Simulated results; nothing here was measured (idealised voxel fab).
This is a process module. Its name is voxel transistor to metal.
Xsec cut, 200 nm wide, square cell size 5 nm.
In this document a cross-section is written as a grid of square cells. It is given as a series of bands, listed from the top down, and a band is one or more rows of cells.
Heads up on the band format: heights come first, top then bottom, in nm. After that it's the materials left to right, each with its width in nm. A single material flagged "everywhere" fills the whole band edge to edge, and "air" means there's empty space there.
Heights are reckoned from 0. Under this level, the received wafer is all of one material. The bottommost band is open-ended downward, for example "0..down".
The expression "30->40" gives the width at the extremes of the band, the first number at its top row of cells and the second at its bottom row, with the width changing by equal amounts from each row to the next in between.
Step marked "same as before"? Then no cell in the cross-section changed in it.
Each empty space that has no open way to the top and spans at least 8 cells appears under "Enclosed voids" as width x height at distance, the distance counted from the left edge, all in nm.
On a step's line, text after the settings is the simulator commenting on that step.
A step's line can hold "overlay nm"; with a mask on that step, the setting says how far right of the planned place the mask lay, while a negative setting says it lay to the left.

The steps planned for the process are as follows:
step 1: RECEIVE [material Si]
step 2: OXIDIZE [depth nm 5]
step 3: CONFORMAL_DEP [material SiN] [thk nm 15]
step 4: MASKED_ETCH [tone cover] [mask id ACTIVE] [width nm 110] [etch materials SiN] [depth nm 15] [overlay nm 0]
step 5: MASKED_ETCH [tone cover] [mask id ACTIVE] [width nm 110] [etch materials SiO2] [depth nm 5] [overlay nm -15]
step 6: MASKED_ETCH [tone cover] [mask id ACTIVE] [width nm 110] [etch materials Si] [depth nm 25] [overlay nm 0]
step 7: FILL_DEP [material SiO2] [thk nm 5]
step 8: CMP [height nm 15]
step 9: SELECTIVE_ETCH [etch materials SiO2] [depth nm 10]
step 10: STRIP [etch materials SiN]
step 11: SELECTIVE_ETCH [etch materials SiO2] [depth nm 5]
step 12: OXIDIZE [depth nm 5]
step 13: DIRECTIONAL_DEP [material polySi] [thk nm 20]
step 14: DIRECTIONAL_DEP [material SiCN] [thk nm 15]
step 15: MASKED_ETCH [tone cover] [mask id GATE] [width nm 30] [etch materials SiCN] [depth nm 25] [overlay nm 0]
step 16: MASKED_ETCH [tone cover] [mask id GATE] [width nm 30] [etch materials polySi] [depth nm 30] [overlay nm 0]
step 17: CONFORMAL_DEP [material SiN] [thk nm 10]
step 18: DIRECTIONAL_ETCH [etch materials SiN] [depth nm 10]
step 19: DIRECTIONAL_ETCH [etch materials SiO2] [depth nm 5]
step 20: DIRECTIONAL_ETCH [etch materials Si] [depth nm 10]
step 21: EPI [material SiGe] [thk nm 10]
step 22: FILL_DEP [material SiO2] [thk nm 10]
step 23: CMP [height nm 15]
step 24: STRIP [etch materials polySi]
step 25: SELECTIVE_ETCH [etch materials SiO2] [depth nm 5]
step 26: CONFORMAL_DEP [material HfO2] [thk nm 5]
step 27: CONFORMAL_DEP [material TiN] [thk nm 5]
step 28: FILL_DEP [material W] [thk nm 10]
step 29: CMP [height nm 10]
step 30: DIRECTIONAL_DEP [material SiO2] [thk nm 15]
step 31: MASKED_ETCH [tone open] [mask id CONTACT] [width nm 20] [pitch nm 80] [etch materials SiO2] [depth nm 35] [overlay nm 0]
step 32: CONFORMAL_DEP [material TiN] [thk nm 5]
step 33: FILL_DEP [material W] [thk nm 5]
step 34: CMP [height nm 25]
step 35: DIRECTIONAL_DEP [material TiN] [thk nm 5]
step 36: DIRECTIONAL_DEP [material W] [thk nm 20]
step 37: DIRECTIONAL_DEP [material aC] [thk nm 10]
step 38: PATTERN [tone cover] [mask id METAL_1] [material resist] [width nm 20] [pitch nm 80] [thk nm 25] [overlay nm 0]
step 39: DIRECTIONAL_ETCH [etch materials aC] [depth nm 10]
step 40: STRIP [etch materials resist]
step 41: DIRECTIONAL_ETCH [etch materials W] [depth nm 20]
step 42: DIRECTIONAL_ETCH [etch materials TiN] [depth nm 5]
step 43: STRIP [etch materials aC]
step 44: CONFORMAL_DEP [material SiN] [thk nm 5]
step 45: FILL_DEP [material SiO2] [thk nm 10]
step 46: CMP [height nm 50]
step 47: CONFORMAL_DEP [material SiN] [thk nm 5]
Don't read the plan's overlay nm for step 5 as applying to every wafer: that's the first wafer's value, and the wafers differ in it, though they all start identical.

First of several wafers (as received, post step 1), cross-sectional view:
0..down: Si everywhere
Enclosed voids: none

Below is a per-wafer table. In it, each row describes the wafer at the end of the module by giving, for each material, the number of cells gained (+) or lost (-) since the wafer was received, and after that the closed voids of the wafer:
overlay nm -15 | +14 HfO2 | -161 Si | +41 SiGe | +104 SiN | +346 SiO2 | +44 TiN | +52 W | Enclosed voids: none
overlay nm -10 | +14 HfO2 | -164 Si | +36 SiGe | +104 SiN | +354 SiO2 | +44 TiN | +52 W | Enclosed voids: none
overlay nm -5 | +14 HfO2 | -168 Si | +36 SiGe | +104 SiN | +358 SiO2 | +44 TiN | +52 W | Enclosed voids: none
overlay nm 0 | +14 HfO2 | -172 Si | +36 SiGe | +104 SiN | +362 SiO2 | +44 TiN | +52 W | Enclosed voids: none
overlay nm 5 | +14 HfO2 | -168 Si | +36 SiGe | +104 SiN | +358 SiO2 | +44 TiN | +52 W | Enclosed voids: none
overlay nm 10 | +14 HfO2 | -164 Si | +36 SiGe | +104 SiN | +354 SiO2 | +44 TiN | +52 W | Enclosed voids: none
overlay nm 15 | +14 HfO2 | -161 Si | +41 SiGe | +104 SiN | +346 SiO2 | +44 TiN | +52 W | Enclosed voids: none
